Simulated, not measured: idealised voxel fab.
process module | voxel gate over fins
cross-section cut | 210 nm wide | cells 5 nm
A cross-section is a grid of square cells, given in bands from the top down. A band is one or more rows of cells.
Each band's line starts with the height of the band's top and of its bottom, in nm. Then come its materials from left to right, each with its width in nm. One material with "throughout" fills the band from edge to edge. "air" is empty space.
Height 0 is the level under which the wafer as received is all one material. The lowest band goes on downwards, as in "0 down".
A width such as "30 to 40" changes by the same amount from each row of cells to the next, from the band's top row to its bottom row.
"no change" after a step means that no cell of the cross-section changed.
closed voids: empty space of 8 cells or more with no open way to the top, each as width x height at its distance from the left edge, in nm
after a step's settings: what the simulator itself notes on the step
overlay nm, on a step with a mask: how far to the right of its planned place the mask lay; to the left if negative
plan
1 op RECEIVE | material Si
2 op CONFORMAL_DEP | material SiN | thk nm 10
3 op MASKED_ETCH | tone cover | mask id FINS | width nm 15 | pitch nm 40 | etch materials SiN | depth nm 10 | overlay nm 0
4 op MASKED_ETCH | tone cover | mask id FINS | width nm 15 | pitch nm 40 | etch materials Si | depth nm 35 | overlay nm 0
5 op OXIDIZE | depth nm 5
6 op FILL_DEP | material SiO2 | thk nm 15
7 op CMP | height nm 10
8 op SELECTIVE_ETCH | etch materials SiO2 | depth nm 20
9 op STRIP | etch materials SiN
10 op CONFORMAL_DEP | material HfO2 | thk nm 5
11 op CONFORMAL_DEP | material TiN | thk nm 5
12 op FILL_DEP | material W | thk nm 15
13 op CMP | height nm 20
14 op CONFORMAL_DEP | material SiN | thk nm 5
first wafer, as planned
as received, after step 1
  0 down: Si throughout
  closed voids: none
after step 2
  10 to 0: SiN throughout
  below 0: unchanged
after step 3
  10 to 0: air 75 | SiN 15 | air 25 | SiN 15 | air 80
  below 0: unchanged
after step 4
  10 to 0: air 75 | SiN 15 | air 25 | SiN 15 | air 80
  0 to -35: air 75 | Si 15 | air 25 | Si 15 | air 80
  below -35: unchanged
after step 5
  10 to 0: air 75 | SiN 15 | air 25 | SiN 15 | air 80
  0 to -35: air 75 | SiO2 5 | Si 5 | SiO2 5 | air 25 | SiO2 5 | Si 5 | SiO2 5 | air 80
  -35 to -40: SiO2 80 | Si 5 | SiO2 35 | Si 5 | SiO2 85
  below -40: unchanged
after step 6
  25 to 10: SiO2 throughout
  10 to 0: SiO2 75 | SiN 15 | SiO2 25 | SiN 15 | SiO2 80
  0 to -40: SiO2 80 | Si 5 | SiO2 35 | Si 5 | SiO2 85
  below -40: unchanged
after step 7
  10 to 0: SiO2 75 | SiN 15 | SiO2 25 | SiN 15 | SiO2 80
  below 0: unchanged
after step 8
  10 to 0: air 75 | SiN 15 | air 25 | SiN 15 | air 80
  0 to -10: air 80 | Si 5 | air 35 | Si 5 | air 85
  below -10: unchanged
after step 9
  0 to -10: air 80 | Si 5 | air 35 | Si 5 | air 85
  below -10: unchanged
after step 10
  5 to 0: air 75 | HfO2 15 | air 25 | HfO2 15 | air 80
  0 to -5: air 75 | HfO2 5 | Si 5 | HfO2 5 | air 25 | HfO2 5 | Si 5 | HfO2 5 | air 80
  -5 to -10: HfO2 80 | Si 5 | HfO2 35 | Si 5 | HfO2 85
  below -10: unchanged
after step 11
  10 to 5: air 70 | TiN 25 | air 15 | TiN 25 | air 75
  5 to 0: air 70 | TiN 5 | HfO2 15 | TiN 5 | air 15 | TiN 5 | HfO2 15 | TiN 5 | air 75
  0 to -5: TiN 75 | HfO2 5 | Si 5 | HfO2 5 | TiN 25 | HfO2 5 | Si 5 | HfO2 5 | TiN 80
  below -5: unchanged
after step 12
  25 to 10: W throughout
  10 to 5: W 70 | TiN 25 | W 15 | TiN 25 | W 75
  5 to 0: W 70 | TiN 5 | HfO2 15 | TiN 5 | W 15 | TiN 5 | HfO2 15 | TiN 5 | W 75
  below 0: unchanged
after step 13
  20 to 10: W throughout
  below 10: unchanged
after step 14
  25 to 20: SiN throughout
  below 20: unchanged
second wafer: like start, like plan, one mistake. Through step 7 it matches the first wafer
when step 8 should have ended
  10 to 0: air 75 | SiN 15 | air 25 | SiN 15 | air 80
  0 to -30: air 80 | Si 5 | air 35 | Si 5 | air 85
  below -30: unchanged
when step 9 should have ended
  0 to -30: air 80 | Si 5 | air 35 | Si 5 | air 85
  below -30: unchanged
when step 10 should have ended
  5 to 0: air 75 | HfO2 15 | air 25 | HfO2 15 | air 80
  0 to -25: air 75 | HfO2 5 | Si 5 | HfO2 5 | air 25 | HfO2 5 | Si 5 | HfO2 5 | air 80
  -25 to -30: HfO2 80 | Si 5 | HfO2 35 | Si 5 | HfO2 85
  below -30: unchanged
when step 11 should have ended
  10 to 5: air 70 | TiN 25 | air 15 | TiN 25 | air 75
  5 to 0: air 70 | TiN 5 | HfO2 15 | TiN 5 | air 15 | TiN 5 | HfO2 15 | TiN 5 | air 75
  0 to -20: air 70 | TiN 5 | HfO2 5 | Si 5 | HfO2 5 | TiN 5 | air 15 | TiN 5 | HfO2 5 | Si 5 | HfO2 5 | TiN 5 | air 75
  -20 to -25: TiN 75 | HfO2 5 | Si 5 | HfO2 5 | TiN 25 | HfO2 5 | Si 5 | HfO2 5 | TiN 80
  below -25: unchanged
when step 12 should have ended
  25 to 10: W throughout
  10 to 5: W 70 | TiN 25 | W 15 | TiN 25 | W 75
  5 to 0: W 70 | TiN 5 | HfO2 15 | TiN 5 | W 15 | TiN 5 | HfO2 15 | TiN 5 | W 75
  0 to -20: W 70 | TiN 5 | HfO2 5 | Si 5 | HfO2 5 | TiN 5 | W 15 | TiN 5 | HfO2 5 | Si 5 | HfO2 5 | TiN 5 | W 75
  below -20: unchanged
when step 13 should have ended
  20 to 10: W throughout
  below 10: unchanged
when step 14 should have ended
  25 to 20: SiN throughout
  below 20: unchanged
what went wrong: step 8 was run twice
at the end the second wafer has, in cells: 16 more of HfO2 | 160 fewer of SiO2 | 16 more of TiN | 128 more of W
